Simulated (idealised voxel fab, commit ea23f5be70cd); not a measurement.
process module | voxel capacitor over wiring
cross-section cut | 295 nm wide | cells 5 nm
A cross-section is a grid of square cells, given in bands from the top down. A band is one or more rows of cells.
Each band's line starts with the height of the band's top and of its bottom, in nm. Then come its materials from left to right, each with its width in nm. One material with "throughout" fills the band from edge to edge. "air" is empty space.
Height 0 is the level under which the wafer as received is all one material. The lowest band goes on downwards, as in "0 down".
A width such as "30 to 40" changes by the same amount from each row of cells to the next, from the band's top row to its bottom row.
"no change" after a step means that no cell of the cross-section changed.
closed voids: empty space of 8 cells or more with no open way to the top, each as width x height at its distance from the left edge, in nm
after a step's settings: what the simulator itself notes on the step
overlay nm, on a step with a mask: how far to the right of its planned place the mask lay; to the left if negative
plan
1 op RECEIVE | material Si
2 op CONFORMAL_DEP | material SiO2 | thk nm 10
3 op DIRECTIONAL_DEP | material TiN | thk nm 5
4 op DIRECTIONAL_DEP | material Ru | thk nm 20
5 op PATTERN | tone cover | mask id METAL_1 | material resist | width nm 20 | pitch nm 80 | thk nm 15 | overlay nm 0
6 op DIRECTIONAL_ETCH | etch materials Ru | depth nm 20
7 op DIRECTIONAL_ETCH | etch materials TiN | depth nm 5
8 op STRIP | etch materials resist
9 op CONFORMAL_DEP | material SiN | thk nm 5
10 op FILL_DEP | material SiO2 | thk nm 10
11 op CMP | height nm 35
12 op CONFORMAL_DEP | material SiCN | thk nm 5
13 op DIRECTIONAL_DEP | material SiO2 | thk nm 20
14 op MASKED_ETCH | tone open | mask id PLUG_1 | width nm 15 | etch materials SiO2 | depth nm 20 | overlay nm 0
15 op MASKED_ETCH | tone open | mask id PLUG_1 | width nm 15 | etch materials SiCN | depth nm 5 | overlay nm 0
16 op CONFORMAL_DEP | material TiN | thk nm 5
17 op FILL_DEP | material W | thk nm 10
18 op CMP | height nm 60
19 op DIRECTIONAL_DEP | material TiN | thk nm 5
20 op DIRECTIONAL_DEP | material Al2O3 | thk nm 5
21 op DIRECTIONAL_DEP | material TiN | thk nm 5
22 op MASKED_ETCH | tone cover | mask id UPPER_PLATE | width nm 55 | etch materials TiN | depth nm 5 | overlay nm 0
23 op MASKED_ETCH | tone cover | mask id UPPER_PLATE | width nm 65 | etch materials Al2O3 | depth nm 5 | overlay nm 0
24 op PATTERN | tone cover | mask id LOWER_PLATE | material resist | width nm 75 | thk nm 20 | overlay nm 0
25 op DIRECTIONAL_ETCH | etch materials TiN | depth nm 5
26 op STRIP | etch materials resist
27 op FILL_DEP | material SiO2 | thk nm 20
28 op CMP | height nm 90
29 op PATTERN | tone open | mask id PLUG_2 | material resist | width nm 15 | thk nm 20 | overlay nm 0
30 op DIRECTIONAL_ETCH | etch materials SiO2 | depth nm 15
31 op STRIP | etch materials resist
32 op CONFORMAL_DEP | material TiN | thk nm 5
33 op FILL_DEP | material Ru | thk nm 10
34 op CMP | height nm 90
35 op CONFORMAL_DEP | material SiCN | thk nm 5
varied across the wafers: width nm of step 22. The plan shows the first wafer's value. All wafers start alike
first wafer as received, after step 1
  0 down: Si throughout
  closed voids: none
first wafer at the end, after step 35
  95 to 90: SiCN throughout
  90 to 80: SiO2 110 | TiN 5 | Ru 5 | TiN 5 | SiO2 170
  80 to 70: SiO2 110 to 105 | TiN 15 to 55 | SiO2 170 to 135
  70 to 65: SiO2 100 | Al2O3 65 | SiO2 130
  65 to 60: SiO2 95 | TiN 75 | SiO2 125
  60 to 40: SiO2 100 | TiN 5 | W 5 | TiN 5 | SiO2 180
  40 to 35: SiCN 100 | TiN 15 | SiCN 180
  35 to 15: SiO2 90 | SiN 5 | Ru 20 | SiN 5 | SiO2 50 | SiN 5 | Ru 20 | SiN 5 | SiO2 95
  15 to 10: SiN 95 | TiN 20 | SiN 60 | TiN 20 | SiN 100
  10 to 0: SiO2 throughout
  0 down: Si throughout
  closed voids: none
last wafer at the end
  95 to 90: SiCN throughout
  90 to 80: SiO2 110 | TiN 5 | Ru 5 | TiN 5 | SiO2 170
  80 to 70: SiO2 110 to 95 | TiN 15 to 75 | SiO2 170 to 125
  70 to 65: SiO2 95 | Al2O3 80 | SiO2 120
  65 to 60: SiO2 95 | TiN 80 | SiO2 120
  60 to 40: SiO2 100 | TiN 5 | W 5 | TiN 5 | SiO2 180
  40 to 35: SiCN 100 | TiN 15 | SiCN 180
  35 to 15: SiO2 90 | SiN 5 | Ru 20 | SiN 5 | SiO2 50 | SiN 5 | Ru 20 | SiN 5 | SiO2 95
  15 to 10: SiN 95 | TiN 20 | SiN 60 | TiN 20 | SiN 100
  10 to 0: SiO2 throughout
  0 down: Si throughout
  closed voids: none
each wafer at the end: cells of each material gained (+) or lost (-) since it was received, then its closed voids
width nm 55 | +13 Al2O3 | +34 Ru | +115 SiCN | +67 SiN | +836 SiO2 | +52 TiN | +4 W | closed voids: none
width nm 60 | +13 Al2O3 | +34 Ru | +115 SiCN | +67 SiN | +835 SiO2 | +53 TiN | +4 W | closed voids: none
width nm 65 | +13 Al2O3 | +34 Ru | +115 SiCN | +67 SiN | +834 SiO2 | +54 TiN | +4 W | closed voids: none
width nm 70 | +14 Al2O3 | +34 Ru | +115 SiCN | +67 SiN | +832 SiO2 | +55 TiN | +4 W | closed voids: none
width nm 75 | +15 Al2O3 | +34 Ru | +115 SiCN | +67 SiN | +830 SiO2 | +56 TiN | +4 W | closed voids: none
width nm 80 | +16 Al2O3 | +34 Ru | +115 SiCN | +67 SiN | +828 SiO2 | +57 TiN | +4 W | closed voids: none
